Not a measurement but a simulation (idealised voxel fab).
You're looking at the process module voxel ribs on slabs.
Square cells of 5 nm make up the cross-section cut, whose width is 170 nm.
Just so we're on the same page, the cross-sections are grids of square cells, and they're listed out in bands top to bottom, each band one or more rows deep.
Within each band entry, the heights of the top and of the bottom of the band appear first, in that order and in nm; the materials of the band then follow from left to right, each with its corresponding width in nm. The designation "all across" on a single material indicates that it fills the band from edge to edge; the designation "air" indicates empty space.
Height is counted from the level 0, under which the received wafer is composed throughout of one material. The lowest of the bands is not closed at the bottom but continues downward, in the notation "0 nm and below".
The expression "30 to 40" gives the width at the extremes of the band, the first number at its top row of cells and the second at its bottom row, with the width changing by equal amounts from each row to the next in between.
It should be understood that the words "all unchanged", when stated for a given step, signify that the cross-section underwent no change in any of its cells during that step.
In "Fully enclosed voids" the enclosed voids are listed, meaning empty spaces of 8 cells or larger without any opening to the top. The form is width x height at distance, distance from the left edge, units nm.
What comes after the settings on a step's line is commentary from the simulator itself on that step.
For masked steps, "overlay nm" on the step line gives how far right of plan the mask actually lay; a minus sign means it lay to the left.

Listed below are the process steps as planned:
| 1 | RECEIVE [material Si] |
| 2 | DIRECTIONAL_DEP [material SiO2] [thk nm 30] |
| 3 | DIRECTIONAL_DEP [material polySi] [thk nm 15] |
| 4 | PATTERN [tone cover] [mask id RIB] [material resist] [width nm 25] [thk nm 20] [overlay nm 0] |
| 5 | DIRECTIONAL_ETCH [etch materials polySi] [depth nm 5] |
| 6 | STRIP [etch materials resist] |
| 7 | DIRECTIONAL_DEP [material aC] [thk nm 15] |
| 8 | PATTERN [tone cover] [mask id SLAB] [material resist] [width nm 65] [thk nm 35] [overlay nm 0] |
| 9 | DIRECTIONAL_ETCH [etch materials aC] [depth nm 15] |
| 10 | STRIP [etch materials resist] |
| 11 | DIRECTIONAL_ETCH [etch materials polySi] [depth nm 10] |
| 12 | STRIP [etch materials aC] |
| 13 | FILL_DEP [material SiO2] [thk nm 25] |
| 14 | CMP [height nm 60] |
| 15 | DIRECTIONAL_DEP [material W] [thk nm 5] |
| 16 | DIRECTIONAL_DEP [material aC] [thk nm 10] |
| 17 | PATTERN [tone cover] [mask id HEATER] [material resist] [width nm 35] [thk nm 30] [overlay nm 0] |
| 18 | DIRECTIONAL_ETCH [etch materials aC] [depth nm 10] |
| 19 | STRIP [etch materials resist] |
| 20 | DIRECTIONAL_ETCH [etch materials W] [depth nm 5] |
| 21 | STRIP [etch materials aC] |
| 22 | CONFORMAL_DEP [material SiN] [thk nm 5] |

The first of two wafers, run as planned:

Received-state cross-section, reflecting completion of step 1:
	0 nm and below: Si all across
	Fully enclosed voids: none

after step 2:
	30 nm to 0 nm: SiO2 all across
	Under 0: no change, same as before.

after step 3:
	45 nm to 30 nm: polySi all across
	Under 30: no change, same as before.

after step 4:
	65 nm to 45 nm: 70 nm air, 25 nm resist, 75 nm air
	Under 45: no change, same as before.

after step 5:
	65 nm to 45 nm: 70 nm air, 25 nm resist, 75 nm air
	45 nm to 40 nm: 70 nm air, 25 nm polySi, 75 nm air
	Under 40: no change, same as before.

after step 6:
	45 nm to 40 nm: 70 nm air, 25 nm polySi, 75 nm air
	Under 40: no change, same as before.

after step 7:
	60 nm to 55 nm: 70 nm air, 25 nm aC, 75 nm air
	55 nm to 45 nm: aC all across
	45 nm to 40 nm: 70 nm aC, 25 nm polySi, 75 nm aC
	Under 40: no change, same as before.

after step 8:
	95 nm to 60 nm: 50 nm air, 65 nm resist, 55 nm air
	60 nm to 55 nm: 50 nm air, 20 nm resist, 25 nm aC, 20 nm resist, 55 nm air
	Under 55: no change, same as before.

after step 9:
	80 nm to 60 nm: 50 nm air, 65 nm resist, 55 nm air
	60 nm to 55 nm: 50 nm air, 20 nm resist, 25 nm aC, 20 nm resist, 55 nm air
	55 nm to 45 nm: 50 nm air, 65 nm aC, 55 nm air
	45 nm to 40 nm: 50 nm air, 20 nm aC, 25 nm polySi, 20 nm aC, 55 nm air
	Under 40: no change, same as before.

after step 10:
	60 nm to 55 nm: 70 nm air, 25 nm aC, 75 nm air
	Under 55: no change, same as before.

after step 11:
	60 nm to 55 nm: 70 nm air, 25 nm aC, 75 nm air
	55 nm to 45 nm: 50 nm air, 65 nm aC, 55 nm air
	45 nm to 40 nm: 50 nm air, 20 nm aC, 25 nm polySi, 20 nm aC, 55 nm air
	40 nm to 30 nm: 50 nm air, 65 nm polySi, 55 nm air
	Under 30: no change, same as before.

after step 12:
	45 nm to 40 nm: 70 nm air, 25 nm polySi, 75 nm air
	Under 40: no change, same as before.

after step 13:
	70 nm to 45 nm: SiO2 all across
	45 nm to 40 nm: 70 nm SiO2, 25 nm polySi, 75 nm SiO2
	40 nm to 30 nm: 50 nm SiO2, 65 nm polySi, 55 nm SiO2
	Under 30: no change, same as before.

after step 14:
	60 nm to 45 nm: SiO2 all across
	Under 45: no change, same as before.

after step 15:
	65 nm to 60 nm: W all across
	Under 60: no change, same as before.

after step 16:
	75 nm to 65 nm: aC all across
	Under 65: no change, same as before.

after step 17:
	105 nm to 75 nm: 65 nm air, 35 nm resist, 70 nm air
	Under 75: no change, same as before.

after step 18:
	95 nm to 75 nm: 65 nm air, 35 nm resist, 70 nm air
	75 nm to 65 nm: 65 nm air, 35 nm aC, 70 nm air
	Under 65: no change, same as before.

after step 19:
	75 nm to 65 nm: 65 nm air, 35 nm aC, 70 nm air
	Under 65: no change, same as before.

after step 20:
	75 nm to 65 nm: 65 nm air, 35 nm aC, 70 nm air
	65 nm to 60 nm: 65 nm air, 35 nm W, 70 nm air
	Under 60: no change, same as before.

after step 21:
	65 nm to 60 nm: 65 nm air, 35 nm W, 70 nm air
	Under 60: no change, same as before.

after step 22:
	70 nm to 65 nm: 60 nm air, 45 nm SiN, 65 nm air
	65 nm to 60 nm: 65 nm SiN, 35 nm W, 70 nm SiN
	Under 60: no change, same as before.

Companion wafer, the second of two: same beginning, same intended sequence, one mistake in carrying it out; through step 3 inclusive it tracks the first exactly:

Cross-section of the second wafer corresponding to the planned conclusion of step 4:
	65 nm to 45 nm: 70 nm air, 30 nm resist, 70 nm air
	Under 45: no change, same as before.

Cross-section of the second wafer corresponding to the planned conclusion of step 5:
	65 nm to 45 nm: 70 nm air, 30 nm resist, 70 nm air
	45 nm to 40 nm: 70 nm air, 30 nm polySi, 70 nm air
	Under 40: no change, same as before.

Cross-section of the second wafer corresponding to the planned conclusion of step 6:
	45 nm to 40 nm: 70 nm air, 30 nm polySi, 70 nm air
	Under 40: no change, same as before.

Cross-section of the second wafer corresponding to the planned conclusion of step 7:
	60 nm to 55 nm: 70 nm air, 30 nm aC, 70 nm air
	55 nm to 45 nm: aC all across
	45 nm to 40 nm: 70 nm aC, 30 nm polySi, 70 nm aC
	Under 40: no change, same as before.

Cross-section of the second wafer corresponding to the planned conclusion of step 8:
	95 nm to 60 nm: 50 nm air, 65 nm resist, 55 nm air
	60 nm to 55 nm: 50 nm air, 20 nm resist, 30 nm aC, 15 nm resist, 55 nm air
	Under 55: no change, same as before.

Cross-section of the second wafer corresponding to the planned conclusion of step 9:
	80 nm to 60 nm: 50 nm air, 65 nm resist, 55 nm air
	60 nm to 55 nm: 50 nm air, 20 nm resist, 30 nm aC, 15 nm resist, 55 nm air
	55 nm to 45 nm: 50 nm air, 65 nm aC, 55 nm air
	45 nm to 40 nm: 50 nm air, 20 nm aC, 30 nm polySi, 15 nm aC, 55 nm air
	Under 40: no change, same as before.

Cross-section of the second wafer corresponding to the planned conclusion of step 10:
	60 nm to 55 nm: 70 nm air, 30 nm aC, 70 nm air
	Under 55: no change, same as before.

Cross-section of the second wafer corresponding to the planned conclusion of step 11:
	60 nm to 55 nm: 70 nm air, 30 nm aC, 70 nm air
	55 nm to 45 nm: 50 nm air, 65 nm aC, 55 nm air
	45 nm to 40 nm: 50 nm air, 20 nm aC, 30 nm polySi, 15 nm aC, 55 nm air
	40 nm to 30 nm: 50 nm air, 65 nm polySi, 55 nm air
	Under 30: no change, same as before.

Cross-section of the second wafer corresponding to the planned conclusion of step 12:
	45 nm to 40 nm: 70 nm air, 30 nm polySi, 70 nm air
	Under 40: no change, same as before.

Cross-section of the second wafer corresponding to the planned conclusion of step 13:
	70 nm to 45 nm: SiO2 all across
	45 nm to 40 nm: 70 nm SiO2, 30 nm polySi, 70 nm SiO2
	40 nm to 30 nm: 50 nm SiO2, 65 nm polySi, 55 nm SiO2
	Under 30: no change, same as before.

Cross-section of the second wafer corresponding to the planned conclusion of step 14:
	60 nm to 45 nm: SiO2 all across
	Under 45: no change, same as before.

Cross-section of the second wafer corresponding to the planned conclusion of step 15:
	65 nm to 60 nm: W all across
	Under 60: no change, same as before.

Cross-section of the second wafer corresponding to the planned conclusion of step 16:
	75 nm to 65 nm: aC all across
	Under 65: no change, same as before.

Cross-section of the second wafer corresponding to the planned conclusion of step 17:
	105 nm to 75 nm: 65 nm air, 35 nm resist, 70 nm air
	Under 75: no change, same as before.

Cross-section of the second wafer corresponding to the planned conclusion of step 18:
	95 nm to 75 nm: 65 nm air, 35 nm resist, 70 nm air
	75 nm to 65 nm: 65 nm air, 35 nm aC, 70 nm air
	Under 65: no change, same as before.

Cross-section of the second wafer corresponding to the planned conclusion of step 19:
	75 nm to 65 nm: 65 nm air, 35 nm aC, 70 nm air
	Under 65: no change, same as before.

Cross-section of the second wafer corresponding to the planned conclusion of step 20:
	75 nm to 65 nm: 65 nm air, 35 nm aC, 70 nm air
	65 nm to 60 nm: 65 nm air, 35 nm W, 70 nm air
	Under 60: no change, same as before.

Cross-section of the second wafer corresponding to the planned conclusion of step 21:
	65 nm to 60 nm: 65 nm air, 35 nm W, 70 nm air
	Under 60: no change, same as before.

Cross-section of the second wafer corresponding to the planned conclusion of step 22:
	70 nm to 65 nm: 60 nm air, 45 nm SiN, 65 nm air
	65 nm to 60 nm: 65 nm SiN, 35 nm W, 70 nm SiN
	Under 60: no change, same as before.
Processing error: step 4 changed vs plan, executed as PATTERN [tone cover] [mask id RIB] [material resist] [width nm 30] [thk nm 20] [overlay nm 0]
It is noted that, at the conclusion of processing, the second wafer exhibits a higher or lower cell count for certain materials relative to the first: SiO2: 1 fewer | polySi: 1 more
